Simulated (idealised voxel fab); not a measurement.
Herein follows the process module entitled voxel wiring stack.
cross-section cut | 235 nm wide | cells 5 nm
In this document a cross-section is written as a grid of square cells. It is given as a series of bands, listed from the top down, and a band is one or more rows of cells.
The band entry comprises the height of the band's top followed by the height of its bottom, expressed in nm, and subsequently the band's materials from left to right, each stated together with its width in nm. Where a single material is marked with the word "all across", that material fills the band from edge to edge. The word "empty" represents empty space.
Heights from 0 (as-received wafer is one material below). Bottom band endless downward, as "0..down".
A two-number width, for instance "30 to 40", indicates that the width is equal to the first number in the top row of the band and to the second number in the bottom row, and that it changes by a constant amount per row of cells.
"remained the same" means the step left every cell of the cross-section as it was.
Any empty space of 8 cells or more lacking an open way to the top shows up in "Enclosed empty spaces" as width x height at distance, distance from the left edge, in nm.
Read whatever lies past the settings on a step's line as the simulator's own remark about the step.
"overlay nm" denotes, for a step that has a mask, the displacement of the mask to the right of its planned place, with negative values corresponding to the left.

[Process steps (planned)]
1,RECEIVE with material Si
2,CONFORMAL_DEP with material SiO2, thk nm 10
3,DIRECTIONAL_DEP with material TiN, thk nm 5
4,DIRECTIONAL_DEP with material W, thk nm 15
5,MASKED_ETCH with tone cover, mask id METAL_1, width nm 20, pitch nm 50, etch materials W, depth nm 15, overlay nm 0
6,MASKED_ETCH with tone cover, mask id METAL_1, width nm 20, pitch nm 50, etch materials TiN, depth nm 5, overlay nm 0
7,FILL_DEP with material SiO2, thk nm 10
8,CMP with height nm 30
9,CONFORMAL_DEP with material SiCN, thk nm 5
10,DIRECTIONAL_DEP with material lowk, thk nm 25
11,MASKED_ETCH with tone open, mask id METAL_2, width nm 20, pitch nm 50, etch materials lowk, depth nm 15, overlay nm 0
12,PATTERN with tone open, mask id METAL_2_HOLES, material resist, width nm 15, pitch nm 50, thk nm 15, overlay nm 0
13,DIRECTIONAL_ETCH with etch materials lowk, depth nm 10
14,DIRECTIONAL_ETCH with etch materials SiCN, depth nm 5
15,STRIP with etch materials resist
16,CONFORMAL_DEP with material TiN, thk nm 5
17,FILL_DEP with material Ru, thk nm 5
18,CMP with height nm 60
19,CONFORMAL_DEP with material SiCN, thk nm 5
20,DIRECTIONAL_DEP with material SiO2, thk nm 20
21,MASKED_ETCH with tone open, mask id PLUG_2, width nm 15, pitch nm 100, etch materials SiO2, depth nm 20, overlay nm 0
22,MASKED_ETCH with tone open, mask id PLUG_2, width nm 15, pitch nm 100, etch materials SiCN, depth nm 5, overlay nm 0
23,CONFORMAL_DEP with material TiN, thk nm 5
24,FILL_DEP with material Cu, thk nm 5
25,CMP with height nm 85
26,CONFORMAL_DEP with material SiN, thk nm 5
27,DIRECTIONAL_DEP with material lowk, thk nm 20
28,DIRECTIONAL_DEP with material aC, thk nm 10
29,PATTERN with tone open, mask id METAL_3, material resist, width nm 15, pitch nm 50, thk nm 30, overlay nm 0
30,DIRECTIONAL_ETCH with etch materials aC, depth nm 10
31,STRIP with etch materials resist
32,DIRECTIONAL_ETCH with etch materials lowk, depth nm 20
33,DIRECTIONAL_ETCH with etch materials SiN, depth nm 5
34,STRIP with etch materials aC
35,CONFORMAL_DEP with material TiN, thk nm 5
36,FILL_DEP with material Cu, thk nm 5
37,CMP with height nm 110
38,EPI with material Ru, thk nm 5
39,FILL_DEP with material SiCN, thk nm 5
Where the wafers of this document differ is in the width nm of step 29; they start out the same, and the plan states the value that applied to the first wafer.

[Incoming state of the first of several wafers in cross-section: after step 1]
    0..down | Si all across
    Enclosed empty spaces: none

[End of the module, past its last step, step 39: how the first of several wafers looks in cross-section]
    120..115 | SiCN all across
    115..110 | SiCN: 30, then Ru: 25, then SiCN: 25, then Ru: 25, then SiCN: 25, then Ru: 25, then SiCN: 25, then Ru: 25, then SiCN: 30
    110..90 | lowk: 35, then TiN: 5, then Cu: 5, then TiN: 5, then lowk: 35, then TiN: 5, then Cu: 5, then TiN: 5, then lowk: 35, then TiN: 5, then Cu: 5, then TiN: 5, then lowk: 35, then TiN: 5, then Cu: 5, then TiN: 5, then lowk: 35
    90..85 | SiN: 35, then TiN: 15, then SiN: 35, then TiN: 15, then SiN: 35, then TiN: 15, then SiN: 35, then TiN: 15, then SiN: 35
    85..65 | SiO2: 30, then TiN: 5, then Cu: 5, then TiN: 5, then SiO2: 85, then TiN: 5, then Cu: 5, then TiN: 5, then SiO2: 90
    65..60 | SiCN: 30, then TiN: 15, then SiCN: 85, then TiN: 15, then SiCN: 90
    60..50 | lowk: 30, then TiN: 5, then Ru: 10, then TiN: 5, then lowk: 30, then TiN: 5, then Ru: 10, then TiN: 5, then lowk: 30, then TiN: 5, then Ru: 10, then TiN: 5, then lowk: 30, then TiN: 5, then Ru: 10, then TiN: 5, then lowk: 35
    50..45 | lowk: 30, then TiN: 5, then Ru: 5, then TiN: 10, then lowk: 30, then TiN: 5, then Ru: 5, then TiN: 10, then lowk: 30, then TiN: 5, then Ru: 5, then TiN: 10, then lowk: 30, then TiN: 5, then Ru: 5, then TiN: 10, then lowk: 35
    45..35 | lowk: 30, then TiN: 5, then Ru: 5, then TiN: 5, then lowk: 35, then TiN: 5, then Ru: 5, then TiN: 5, then lowk: 35, then TiN: 5, then Ru: 5, then TiN: 5, then lowk: 35, then TiN: 5, then Ru: 5, then TiN: 5, then lowk: 40
    35..30 | SiCN: 30, then TiN: 15, then SiCN: 35, then TiN: 15, then SiCN: 35, then TiN: 15, then SiCN: 35, then TiN: 15, then SiCN: 40
    30..15 | SiO2: 30, then W: 20, then SiO2: 30, then W: 20, then SiO2: 30, then W: 20, then SiO2: 30, then W: 20, then SiO2: 35
    15..10 | SiO2: 30, then TiN: 20, then SiO2: 30, then TiN: 20, then SiO2: 30, then TiN: 20, then SiO2: 30, then TiN: 20, then SiO2: 35
    10..0 | SiO2 all across
    0..down | Si all across
    Enclosed empty spaces: none

[The module's end: a cross-section of the last wafer]
    120..115 | SiCN all across
    115..110 | SiCN: 20, then Ru: 45, then SiCN: 5, then Ru: 45, then SiCN: 5, then Ru: 45, then SiCN: 5, then Ru: 45, then SiCN: 20
    110..90 | lowk: 25, then TiN: 5, then Cu: 25, then TiN: 5, then lowk: 15, then TiN: 5, then Cu: 25, then TiN: 5, then lowk: 15, then TiN: 5, then Cu: 25, then TiN: 5, then lowk: 15, then TiN: 5, then Cu: 25, then TiN: 5, then lowk: 25
    90..85 | SiN: 25, then TiN: 35, then SiN: 15, then TiN: 35, then SiN: 15, then TiN: 35, then SiN: 15, then TiN: 35, then SiN: 25
    85..65 | SiO2: 30, then TiN: 5, then Cu: 5, then TiN: 5, then SiO2: 85, then TiN: 5, then Cu: 5, then TiN: 5, then SiO2: 90
    65..60 | SiCN: 30, then TiN: 15, then SiCN: 85, then TiN: 15, then SiCN: 90
    60..50 | lowk: 30, then TiN: 5, then Ru: 10, then TiN: 5, then lowk: 30, then TiN: 5, then Ru: 10, then TiN: 5, then lowk: 30, then TiN: 5, then Ru: 10, then TiN: 5, then lowk: 30, then TiN: 5, then Ru: 10, then TiN: 5, then lowk: 35
    50..45 | lowk: 30, then TiN: 5, then Ru: 5, then TiN: 10, then lowk: 30, then TiN: 5, then Ru: 5, then TiN: 10, then lowk: 30, then TiN: 5, then Ru: 5, then TiN: 10, then lowk: 30, then TiN: 5, then Ru: 5, then TiN: 10, then lowk: 35
    45..35 | lowk: 30, then TiN: 5, then Ru: 5, then TiN: 5, then lowk: 35, then TiN: 5, then Ru: 5, then TiN: 5, then lowk: 35, then TiN: 5, then Ru: 5, then TiN: 5, then lowk: 35, then TiN: 5, then Ru: 5, then TiN: 5, then lowk: 40
    35..30 | SiCN: 30, then TiN: 15, then SiCN: 35, then TiN: 15, then SiCN: 35, then TiN: 15, then SiCN: 35, then TiN: 15, then SiCN: 40
    30..15 | SiO2: 30, then W: 20, then SiO2: 30, then W: 20, then SiO2: 30, then W: 20, then SiO2: 30, then W: 20, then SiO2: 35
    15..10 | SiO2: 30, then TiN: 20, then SiO2: 30, then TiN: 20, then SiO2: 30, then TiN: 20, then SiO2: 30, then TiN: 20, then SiO2: 35
    10..0 | SiO2 all across
    0..down | Si all across
    Enclosed empty spaces: none

[The table below has one row for each wafer; a row shows, as of the end of the module, how many cells of each material the wafer has gained, marked (+), or lost, marked (-), since it was received, and then the wafer's closed voids]
width nm 15; +24 Cu; +48 Ru; +150 SiCN; +35 SiN; +382 SiO2; +138 TiN; +48 W; +303 lowk; Enclosed empty spaces: none
width nm 20; +40 Cu; +52 Ru; +146 SiCN; +31 SiN; +382 SiO2; +142 TiN; +48 W; +287 lowk; Enclosed empty spaces: none
width nm 25; +56 Cu; +56 Ru; +142 SiCN; +27 SiN; +382 SiO2; +146 TiN; +48 W; +271 lowk; Enclosed empty spaces: none
width nm 30; +72 Cu; +60 Ru; +138 SiCN; +23 SiN; +382 SiO2; +150 TiN; +48 W; +255 lowk; Enclosed empty spaces: none
width nm 35; +88 Cu; +64 Ru; +134 SiCN; +19 SiN; +382 SiO2; +154 TiN; +48 W; +239 lowk; Enclosed empty spaces: none
